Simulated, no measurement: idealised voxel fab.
process module | voxel spacer lines
cross-section cut | 295 nm wide | cells 5 nm
A cross-section is a grid of square cells, given in bands from the top down. A band is one or more rows of cells.
Each band's line starts with the height of the band's top and of its bottom, in nm. Then come its materials from left to right, each with its width in nm. One material with "throughout" fills the band from edge to edge. "air" is empty space.
Height 0 is the level under which the wafer as received is all one material. The lowest band goes on downwards, as in "0 down".
A width such as "30 to 40" changes by the same amount from each row of cells to the next, from the band's top row to its bottom row.
"no change" after a step means that no cell of the cross-section changed.
closed voids: empty space of 8 cells or more with no open way to the top, each as width x height at its distance from the left edge, in nm
after a step's settings: what the simulator itself notes on the step
overlay nm, on a step with a mask: how far to the right of its planned place the mask lay; to the left if negative
Each pair below shows a cross-section before one step and the cross-section after it, down to the lowest band that changed. The line under each pair gives the step between them, with its settings. The pairs can come from different runs of this module on the same starting wafer, so a pair continues from the pair above only where its "before" says so.
before
  0 down: Si throughout
  closed voids: none
after
  5 to 0: SiO2 throughout
  below 0: unchanged
  closed voids: none
the step between: op CONFORMAL_DEP | material SiO2 | thk nm 5
before: the cross-section after the pair above
after
  20 to 5: W throughout
  below 5: unchanged
  closed voids: none
the step between: op DIRECTIONAL_DEP | material W | thk nm 15
before: the cross-section after the pair above
after
  40 to 20: polySi throughout
  below 20: unchanged
  closed voids: none
the step between: op DIRECTIONAL_DEP | material polySi | thk nm 20
before: the cross-section after the pair above
after
  65 to 40: air 80 | resist 15 | air 45 | resist 15 | air 45 | resist 15 | air 80
  below 40: unchanged
  closed voids: none
the step between: op PATTERN | tone cover | mask id MANDREL | material resist | width nm 15 | pitch nm 60 | thk nm 25 | overlay nm 0
before: the cross-section after the pair above
after
  65 to 40: air 80 | resist 15 | air 45 | resist 15 | air 45 | resist 15 | air 80
  40 to 20: air 80 | polySi 15 | air 45 | polySi 15 | air 45 | polySi 15 | air 80
  below 20: unchanged
  closed voids: none
the step between: op DIRECTIONAL_ETCH | etch materials polySi | depth nm 20
before: the cross-section after the pair above
after
  40 to 20: air 80 | polySi 15 | air 45 | polySi 15 | air 45 | polySi 15 | air 80
  below 20: unchanged
  closed voids: none
the step between: op STRIP | etch materials resist
before: the cross-section after the pair above
after
  55 to 40: air 65 | SiN 45 | air 15 | SiN 45 | air 15 | SiN 45 | air 65
  40 to 35: air 65 | SiN 15 | polySi 15 | SiN 15 | air 15 | SiN 15 | polySi 15 | SiN 15 | air 15 | SiN 15 | polySi 15 | SiN 15 | air 65
  35 to 20: SiN 80 | polySi 15 | SiN 45 | polySi 15 | SiN 45 | polySi 15 | SiN 80
  below 20: unchanged
  closed voids: none
the step between: op CONFORMAL_DEP | material SiN | thk nm 15
before: the cross-section after the pair above
after
  40 to 20: air 65 | SiN 15 | polySi 15 | SiN 15 | air 15 | SiN 15 | polySi 15 | SiN 15 | air 15 | SiN 15 | polySi 15 | SiN 15 | air 65
  below 20: unchanged
  closed voids: none
the step between: op DIRECTIONAL_ETCH | etch materials SiN | depth nm 15
before: the cross-section after the pair above
after
  40 to 20: air 65 | SiN 15 | air 15 | SiN 15 | air 15 | SiN 15 | air 15 | SiN 15 | air 15 | SiN 15 | air 15 | SiN 15 | air 65
  below 20: unchanged
  closed voids: none
the step between: op STRIP | etch materials polySi
before: the cross-section after the pair above
after
  40 to 20: air 65 | SiN 15 | air 15 | SiN 15 | air 15 | SiN 15 | air 15 | SiN 15 | air 15 | SiN 15 | air 15 | SiN 15 | air 65
  20 to 5: air 65 | W 15 | air 15 | W 15 | air 15 | W 15 | air 15 | W 15 | air 15 | W 15 | air 15 | W 15 | air 65
  below 5: unchanged
  closed voids: none
the step between: op DIRECTIONAL_ETCH | etch materials W | depth nm 15
before: the cross-section after the pair above
after
  20 to 5: air 65 | W 15 | air 15 | W 15 | air 15 | W 15 | air 15 | W 15 | air 15 | W 15 | air 15 | W 15 | air 65
  below 5: unchanged
  closed voids: none
the step between: op STRIP | etch materials SiN
before
  0 down: Si throughout
  closed voids: none
after
  15 to 0: W throughout
  below 0: unchanged
  closed voids: none
the step between: op DIRECTIONAL_DEP | material W | thk nm 15
before: the cross-section after the pair above
after
  35 to 15: polySi throughout
  below 15: unchanged
  closed voids: none
the step between: op DIRECTIONAL_DEP | material polySi | thk nm 20
before: the cross-section after the pair above
after
  60 to 35: air 80 | resist 15 | air 45 | resist 15 | air 45 | resist 15 | air 80
  below 35: unchanged
  closed voids: none
the step between: op PATTERN | tone cover | mask id MANDREL | material resist | width nm 15 | pitch nm 60 | thk nm 25 | overlay nm 0
before: the cross-section after the pair above
after
  60 to 35: air 80 | resist 15 | air 45 | resist 15 | air 45 | resist 15 | air 80
  35 to 15: air 80 | polySi 15 | air 45 | polySi 15 | air 45 | polySi 15 | air 80
  below 15: unchanged
  closed voids: none
the step between: op DIRECTIONAL_ETCH | etch materials polySi | depth nm 20
before: the cross-section after the pair above
after
  35 to 15: air 80 | polySi 15 | air 45 | polySi 15 | air 45 | polySi 15 | air 80
  below 15: unchanged
  closed voids: none
the step between: op STRIP | etch materials resist
before: the cross-section after the pair above
after
  50 to 35: air 65 | SiN 45 | air 15 | SiN 45 | air 15 | SiN 45 | air 65
  35 to 30: air 65 | SiN 15 | polySi 15 | SiN 15 | air 15 | SiN 15 | polySi 15 | SiN 15 | air 15 | SiN 15 | polySi 15 | SiN 15 | air 65
  30 to 15: SiN 80 | polySi 15 | SiN 45 | polySi 15 | SiN 45 | polySi 15 | SiN 80
  below 15: unchanged
  closed voids: none
the step between: op CONFORMAL_DEP | material SiN | thk nm 15
before: the cross-section after the pair above
after
  35 to 15: air 65 | SiN 15 | polySi 15 | SiN 15 | air 15 | SiN 15 | polySi 15 | SiN 15 | air 15 | SiN 15 | polySi 15 | SiN 15 | air 65
  below 15: unchanged
  closed voids: none
the step between: op DIRECTIONAL_ETCH | etch materials SiN | depth nm 15
before: the cross-section after the pair above
after
  35 to 15: air 65 | SiN 15 | air 15 | SiN 15 | air 15 | SiN 15 | air 15 | SiN 15 | air 15 | SiN 15 | air 15 | SiN 15 | air 65
  below 15: unchanged
  closed voids: none
the step between: op STRIP | etch materials polySi
before: the cross-section after the pair above
after
  35 to 15: air 65 | SiN 15 | air 15 | SiN 15 | air 15 | SiN 15 | air 15 | SiN 15 | air 15 | SiN 15 | air 15 | SiN 15 | air 65
  15 to 0: air 65 | W 15 | air 15 | W 15 | air 15 | W 15 | air 15 | W 15 | air 15 | W 15 | air 15 | W 15 | air 65
  below 0: unchanged
  closed voids: none
the step between: op DIRECTIONAL_ETCH | etch materials W | depth nm 15
before: the cross-section after the pair above
after
  15 to 0: air 65 | W 15 | air 15 | W 15 | air 15 | W 15 | air 15 | W 15 | air 15 | W 15 | air 15 | W 15 | air 65
  below 0: unchanged
  closed voids: none
the step between: op STRIP | etch materials SiN
before
  20 to 5: W throughout
  5 to 0: SiO2 throughout
  0 down: Si throughout
  closed voids: none
after
  35 to 5: W throughout
  below 5: unchanged
  closed voids: none
the step between: op DIRECTIONAL_DEP | material W | thk nm 15
before: the cross-section after the pair above
after
  55 to 35: polySi throughout
  below 35: unchanged
  closed voids: none
the step between: op DIRECTIONAL_DEP | material polySi | thk nm 20
before: the cross-section after the pair above
after
  80 to 55: air 80 | resist 15 | air 45 | resist 15 | air 45 | resist 15 | air 80
  below 55: unchanged
  closed voids: none
the step between: op PATTERN | tone cover | mask id MANDREL | material resist | width nm 15 | pitch nm 60 | thk nm 25 | overlay nm 0
before: the cross-section after the pair above
after
  80 to 55: air 80 | resist 15 | air 45 | resist 15 | air 45 | resist 15 | air 80
  55 to 35: air 80 | polySi 15 | air 45 | polySi 15 | air 45 | polySi 15 | air 80
  below 35: unchanged
  closed voids: none
the step between: op DIRECTIONAL_ETCH | etch materials polySi | depth nm 20
before: the cross-section after the pair above
after
  55 to 35: air 80 | polySi 15 | air 45 | polySi 15 | air 45 | polySi 15 | air 80
  below 35: unchanged
  closed voids: none
the step between: op STRIP | etch materials resist
before: the cross-section after the pair above
after
  70 to 55: air 65 | SiN 45 | air 15 | SiN 45 | air 15 | SiN 45 | air 65
  55 to 50: air 65 | SiN 15 | polySi 15 | SiN 15 | air 15 | SiN 15 | polySi 15 | SiN 15 | air 15 | SiN 15 | polySi 15 | SiN 15 | air 65
  50 to 35: SiN 80 | polySi 15 | SiN 45 | polySi 15 | SiN 45 | polySi 15 | SiN 80
  below 35: unchanged
  closed voids: none
the step between: op CONFORMAL_DEP | material SiN | thk nm 15
before: the cross-section after the pair above
after
  55 to 35: air 65 | SiN 15 | polySi 15 | SiN 15 | air 15 | SiN 15 | polySi 15 | SiN 15 | air 15 | SiN 15 | polySi 15 | SiN 15 | air 65
  below 35: unchanged
  closed voids: none
the step between: op DIRECTIONAL_ETCH | etch materials SiN | depth nm 15
before: the cross-section after the pair above
after
  55 to 35: air 65 | SiN 15 | air 15 | SiN 15 | air 15 | SiN 15 | air 15 | SiN 15 | air 15 | SiN 15 | air 15 | SiN 15 | air 65
  below 35: unchanged
  closed voids: none
the step between: op STRIP | etch materials polySi
before: the cross-section after the pair above
after
  55 to 35: air 65 | SiN 15 | air 15 | SiN 15 | air 15 | SiN 15 | air 15 | SiN 15 | air 15 | SiN 15 | air 15 | SiN 15 | air 65
  35 to 20: air 65 | W 15 | air 15 | W 15 | air 15 | W 15 | air 15 | W 15 | air 15 | W 15 | air 15 | W 15 | air 65
  below 20: unchanged
  closed voids: none
the step between: op DIRECTIONAL_ETCH | etch materials W | depth nm 15
before: the cross-section after the pair above
after
  35 to 20: air 65 | W 15 | air 15 | W 15 | air 15 | W 15 | air 15 | W 15 | air 15 | W 15 | air 15 | W 15 | air 65
  below 20: unchanged
  closed voids: none
the step between: op STRIP | etch materials SiN
before
  15 to 0: W throughout
  0 down: Si throughout
  closed voids: none
after
  20 to 15: SiO2 throughout
  below 15: unchanged
  closed voids: none
the step between: op CONFORMAL_DEP | material SiO2 | thk nm 5
before: the cross-section after the pair above
after
  40 to 20: polySi throughout
  below 20: unchanged
  closed voids: none
the step between: op DIRECTIONAL_DEP | material polySi | thk nm 20
before: the cross-section after the pair above
after
  65 to 40: air 80 | resist 15 | air 45 | resist 15 | air 45 | resist 15 | air 80
  below 40: unchanged
  closed voids: none
the step between: op PATTERN | tone cover | mask id MANDREL | material resist | width nm 15 | pitch nm 60 | thk nm 25 | overlay nm 0
before: the cross-section after the pair above
after
  65 to 40: air 80 | resist 15 | air 45 | resist 15 | air 45 | resist 15 | air 80
  40 to 20: air 80 | polySi 15 | air 45 | polySi 15 | air 45 | polySi 15 | air 80
  below 20: unchanged
  closed voids: none
the step between: op DIRECTIONAL_ETCH | etch materials polySi | depth nm 20
before: the cross-section after the pair above
after
  40 to 20: air 80 | polySi 15 | air 45 | polySi 15 | air 45 | polySi 15 | air 80
  below 20: unchanged
  closed voids: none
the step between: op STRIP | etch materials resist
before: the cross-section after the pair above
after
  55 to 40: air 65 | SiN 45 | air 15 | SiN 45 | air 15 | SiN 45 | air 65
  40 to 35: air 65 | SiN 15 | polySi 15 | SiN 15 | air 15 | SiN 15 | polySi 15 | SiN 15 | air 15 | SiN 15 | polySi 15 | SiN 15 | air 65
  35 to 20: SiN 80 | polySi 15 | SiN 45 | polySi 15 | SiN 45 | polySi 15 | SiN 80
  below 20: unchanged
  closed voids: none
the step between: op CONFORMAL_DEP | material SiN | thk nm 15
before: the cross-section after the pair above
after
  40 to 20: air 65 | SiN 15 | polySi 15 | SiN 15 | air 15 | SiN 15 | polySi 15 | SiN 15 | air 15 | SiN 15 | polySi 15 | SiN 15 | air 65
  below 20: unchanged
  closed voids: none
the step between: op DIRECTIONAL_ETCH | etch materials SiN | depth nm 15
before: the cross-section after the pair above
after
  40 to 20: air 65 | SiN 15 | air 15 | SiN 15 | air 15 | SiN 15 | air 15 | SiN 15 | air 15 | SiN 15 | air 15 | SiN 15 | air 65
  below 20: unchanged
  closed voids: none
the step between: op STRIP | etch materials polySi
before: the cross-section after the pair above
after
  20 to 15: SiO2 throughout
  below 15: unchanged
  closed voids: none
the step between: op STRIP | etch materials SiN
before
  40 to 20: air 80 | polySi 15 | air 45 | polySi 15 | air 45 | polySi 15 | air 80
  20 to 5: W throughout
  5 to 0: SiO2 throughout
  0 down: Si throughout
  closed voids: none
after
  50 to 40: air 70 | SiN 35 | air 25 | SiN 35 | air 25 | SiN 35 | air 70
  40 to 30: air 70 | SiN 10 | polySi 15 | SiN 10 | air 25 | SiN 10 | polySi 15 | SiN 10 | air 25 | SiN 10 | polySi 15 | SiN 10 | air 70
  30 to 20: SiN 80 | polySi 15 | SiN 45 | polySi 15 | SiN 45 | polySi 15 | SiN 80
  below 20: unchanged
  closed voids: none
the step between: op CONFORMAL_DEP | material SiN | thk nm 10
before: the cross-section after the pair above
after
  40 to 35: air 80 | polySi 15 | air 45 | polySi 15 | air 45 | polySi 15 | air 80
  35 to 20: air 70 | SiN 10 | polySi 15 | SiN 10 | air 25 | SiN 10 | polySi 15 | SiN 10 | air 25 | SiN 10 | polySi 15 | SiN 10 | air 70
  below 20: unchanged
  closed voids: none
the step between: op DIRECTIONAL_ETCH | etch materials SiN | depth nm 15
before: the cross-section after the pair above
after
  35 to 20: air 70 | SiN 10 | air 15 | SiN 10 | air 25 | SiN 10 | air 15 | SiN 10 | air 25 | SiN 10 | air 15 | SiN 10 | air 70
  below 20: unchanged
  closed voids: none
the step between: op STRIP | etch materials polySi
before: the cross-section after the pair above
after
  35 to 20: air 70 | SiN 10 | air 15 | SiN 10 | air 25 | SiN 10 | air 15 | SiN 10 | air 25 | SiN 10 | air 15 | SiN 10 | air 70
  20 to 5: air 70 | W 10 | air 15 | W 10 | air 25 | W 10 | air 15 | W 10 | air 25 | W 10 | air 15 | W 10 | air 70
  below 5: unchanged
  closed voids: none
the step between: op DIRECTIONAL_ETCH | etch materials W | depth nm 15
before: the cross-section after the pair above
after
  20 to 5: air 70 | W 10 | air 15 | W 10 | air 25 | W 10 | air 15 | W 10 | air 25 | W 10 | air 15 | W 10 | air 70
  below 5: unchanged
  closed voids: none
the step between: op STRIP | etch materials SiN
before
  40 to 20: polySi throughout
  20 to 5: W throughout
  5 to 0: SiO2 throughout
  0 down: Si throughout
  closed voids: none
after
  65 to 40: air 75 | resist 25 | air 35 | resist 25 | air 35 | resist 25 | air 75
  below 40: unchanged
  closed voids: none
the step between: op PATTERN | tone cover | mask id MANDREL | material resist | width nm 25 | pitch nm 60 | thk nm 25 | overlay nm 0
before: the cross-section after the pair above
after
  65 to 40: air 75 | resist 25 | air 35 | resist 25 | air 35 | resist 25 | air 75
  40 to 20: air 75 | polySi 25 | air 35 | polySi 25 | air 35 | polySi 25 | air 75
  below 20: unchanged
  closed voids: none
the step between: op DIRECTIONAL_ETCH | etch materials polySi | depth nm 20
before: the cross-section after the pair above
after
  40 to 20: air 75 | polySi 25 | air 35 | polySi 25 | air 35 | polySi 25 | air 75
  below 20: unchanged
  closed voids: none
the step between: op STRIP | etch materials resist
before: the cross-section after the pair above
after
  55 to 40: air 60 | SiN 55 | air 5 | SiN 55 | air 5 | SiN 55 | air 60
  40 to 35: air 60 | SiN 15 | polySi 25 | SiN 15 | air 5 | SiN 15 | polySi 25 | SiN 15 | air 5 | SiN 15 | polySi 25 | SiN 15 | air 60
  35 to 20: SiN 75 | polySi 25 | SiN 35 | polySi 25 | SiN 35 | polySi 25 | SiN 75
  below 20: unchanged
  closed voids: none
the step between: op CONFORMAL_DEP | material SiN | thk nm 15
before: the cross-section after the pair above
after
  40 to 20: air 60 | SiN 15 | polySi 25 | SiN 15 | air 5 | SiN 15 | polySi 25 | SiN 15 | air 5 | SiN 15 | polySi 25 | SiN 15 | air 60
  below 20: unchanged
  closed voids: none
the step between: op DIRECTIONAL_ETCH | etch materials SiN | depth nm 15
before: the cross-section after the pair above
after
  40 to 20: air 60 | SiN 15 | air 25 | SiN 15 | air 5 | SiN 15 | air 25 | SiN 15 | air 5 | SiN 15 | air 25 | SiN 15 | air 60
  below 20: unchanged
  closed voids: none
the step between: op STRIP | etch materials polySi
before: the cross-section after the pair above
after
  40 to 20: air 60 | SiN 15 | air 25 | SiN 15 | air 5 | SiN 15 | air 25 | SiN 15 | air 5 | SiN 15 | air 25 | SiN 15 | air 60
  20 to 5: air 60 | W 15 | air 25 | W 15 | air 5 | W 15 | air 25 | W 15 | air 5 | W 15 | air 25 | W 15 | air 60
  below 5: unchanged
  closed voids: none
the step between: op DIRECTIONAL_ETCH | etch materials W | depth nm 15
before: the cross-section after the pair above
after
  20 to 5: air 60 | W 15 | air 25 | W 15 | air 5 | W 15 | air 25 | W 15 | air 5 | W 15 | air 25 | W 15 | air 60
  below 5: unchanged
  closed voids: none
the step between: op STRIP | etch materials SiN
before
  40 to 20: polySi throughout
  20 to 5: W throughout
  5 to 0: SiO2 throughout
  0 down: Si throughout
  closed voids: none
after
  65 to 40: air 85 | resist 15 | air 45 | resist 15 | air 45 | resist 15 | air 75
  below 40: unchanged
  closed voids: none
the step between: op PATTERN | tone cover | mask id MANDREL | material resist | width nm 15 | pitch nm 60 | thk nm 25 | overlay nm 5
before: the cross-section after the pair above
after
  65 to 40: air 85 | resist 15 | air 45 | resist 15 | air 45 | resist 15 | air 75
  40 to 20: air 85 | polySi 15 | air 45 | polySi 15 | air 45 | polySi 15 | air 75
  below 20: unchanged
  closed voids: none
the step between: op DIRECTIONAL_ETCH | etch materials polySi | depth nm 20
before: the cross-section after the pair above
after
  40 to 20: air 85 | polySi 15 | air 45 | polySi 15 | air 45 | polySi 15 | air 75
  below 20: unchanged
  closed voids: none
the step between: op STRIP | etch materials resist
before: the cross-section after the pair above
after
  55 to 40: air 70 | SiN 45 | air 15 | SiN 45 | air 15 | SiN 45 | air 60
  40 to 35: air 70 | SiN 15 | polySi 15 | SiN 15 | air 15 | SiN 15 | polySi 15 | SiN 15 | air 15 | SiN 15 | polySi 15 | SiN 15 | air 60
  35 to 20: SiN 85 | polySi 15 | SiN 45 | polySi 15 | SiN 45 | polySi 15 | SiN 75
  below 20: unchanged
  closed voids: none
the step between: op CONFORMAL_DEP | material SiN | thk nm 15
before: the cross-section after the pair above
after
  40 to 20: air 70 | SiN 15 | polySi 15 | SiN 15 | air 15 | SiN 15 | polySi 15 | SiN 15 | air 15 | SiN 15 | polySi 15 | SiN 15 | air 60
  below 20: unchanged
  closed voids: none
the step between: op DIRECTIONAL_ETCH | etch materials SiN | depth nm 15
before: the cross-section after the pair above
after
  40 to 20: air 70 | SiN 15 | air 15 | SiN 15 | air 15 | SiN 15 | air 15 | SiN 15 | air 15 | SiN 15 | air 15 | SiN 15 | air 60
  below 20: unchanged
  closed voids: none
the step between: op STRIP | etch materials polySi
before: the cross-section after the pair above
after
  40 to 20: air 70 | SiN 15 | air 15 | SiN 15 | air 15 | SiN 15 | air 15 | SiN 15 | air 15 | SiN 15 | air 15 | SiN 15 | air 60
  20 to 5: air 70 | W 15 | air 15 | W 15 | air 15 | W 15 | air 15 | W 15 | air 15 | W 15 | air 15 | W 15 | air 60
  below 5: unchanged
  closed voids: none
the step between: op DIRECTIONAL_ETCH | etch materials W | depth nm 15
before: the cross-section after the pair above
after
  20 to 5: air 70 | W 15 | air 15 | W 15 | air 15 | W 15 | air 15 | W 15 | air 15 | W 15 | air 15 | W 15 | air 60
  below 5: unchanged
  closed voids: none
the step between: op STRIP | etch materials SiN
before
  40 to 20: air 65 | SiN 15 | polySi 15 | SiN 15 | air 15 | SiN 15 | polySi 15 | SiN 15 | air 15 | SiN 15 | polySi 15 | SiN 15 | air 65
  20 to 5: W throughout
  5 to 0: SiO2 throughout
  0 down: Si throughout
  closed voids: none
after
  40 to 20: air 80 | polySi 15 | air 45 | polySi 15 | air 45 | polySi 15 | air 80
  below 20: unchanged
  closed voids: none
the step between: op STRIP | etch materials SiN
before: the cross-section after the pair above
after
  40 to 20: air 80 | polySi 15 | air 45 | polySi 15 | air 45 | polySi 15 | air 80
  20 to 5: air 80 | W 15 | air 45 | W 15 | air 45 | W 15 | air 80
  below 5: unchanged
  closed voids: none
the step between: op DIRECTIONAL_ETCH | etch materials W | depth nm 15
before
  40 to 20: polySi throughout
  20 to 5: W throughout
  5 to 0: SiO2 throughout
  0 down: Si throughout
  closed voids: none
after
  65 to 40: resist 80 | air 15 | resist 45 | air 15 | resist 45 | air 15 | resist 80
  below 40: unchanged
  closed voids: none
the step between: op PATTERN | tone open | mask id MANDREL | material resist | width nm 15 | pitch nm 60 | thk nm 25 | overlay nm 0
before: the cross-section after the pair above
after
  65 to 40: resist 80 | air 15 | resist 45 | air 15 | resist 45 | air 15 | resist 80
  40 to 20: polySi 80 | air 15 | polySi 45 | air 15 | polySi 45 | air 15 | polySi 80
  below 20: unchanged
  closed voids: none
the step between: op DIRECTIONAL_ETCH | etch materials polySi | depth nm 20
before: the cross-section after the pair above
after
  40 to 20: polySi 80 | air 15 | polySi 45 | air 15 | polySi 45 | air 15 | polySi 80
  below 20: unchanged
  closed voids: none
the step between: op STRIP | etch materials resist
before: the cross-section after the pair above
after
  55 to 40: SiN throughout
  40 to 20: polySi 80 | SiN 15 | polySi 45 | SiN 15 | polySi 45 | SiN 15 | polySi 80
  below 20: unchanged
  closed voids: none
the step between: op CONFORMAL_DEP | material SiN | thk nm 15
before: the cross-section after the pair above
after
  40 to 20: polySi 80 | SiN 15 | polySi 45 | SiN 15 | polySi 45 | SiN 15 | polySi 80
  below 20: unchanged
  closed voids: none
the step between: op DIRECTIONAL_ETCH | etch materials SiN | depth nm 15
before: the cross-section after the pair above
after
  40 to 20: air 80 | SiN 15 | air 45 | SiN 15 | air 45 | SiN 15 | air 80
  below 20: unchanged
  closed voids: none
the step between: op STRIP | etch materials polySi
before: the cross-section after the pair above
after
  40 to 20: air 80 | SiN 15 | air 45 | SiN 15 | air 45 | SiN 15 | air 80
  20 to 5: air 80 | W 15 | air 45 | W 15 | air 45 | W 15 | air 80
  below 5: unchanged
  closed voids: none
the step between: op DIRECTIONAL_ETCH | etch materials W | depth nm 15
before: the cross-section after the pair above
after
  20 to 5: air 80 | W 15 | air 45 | W 15 | air 45 | W 15 | air 80
  below 5: unchanged
  closed voids: none
the step between: op STRIP | etch materials SiN
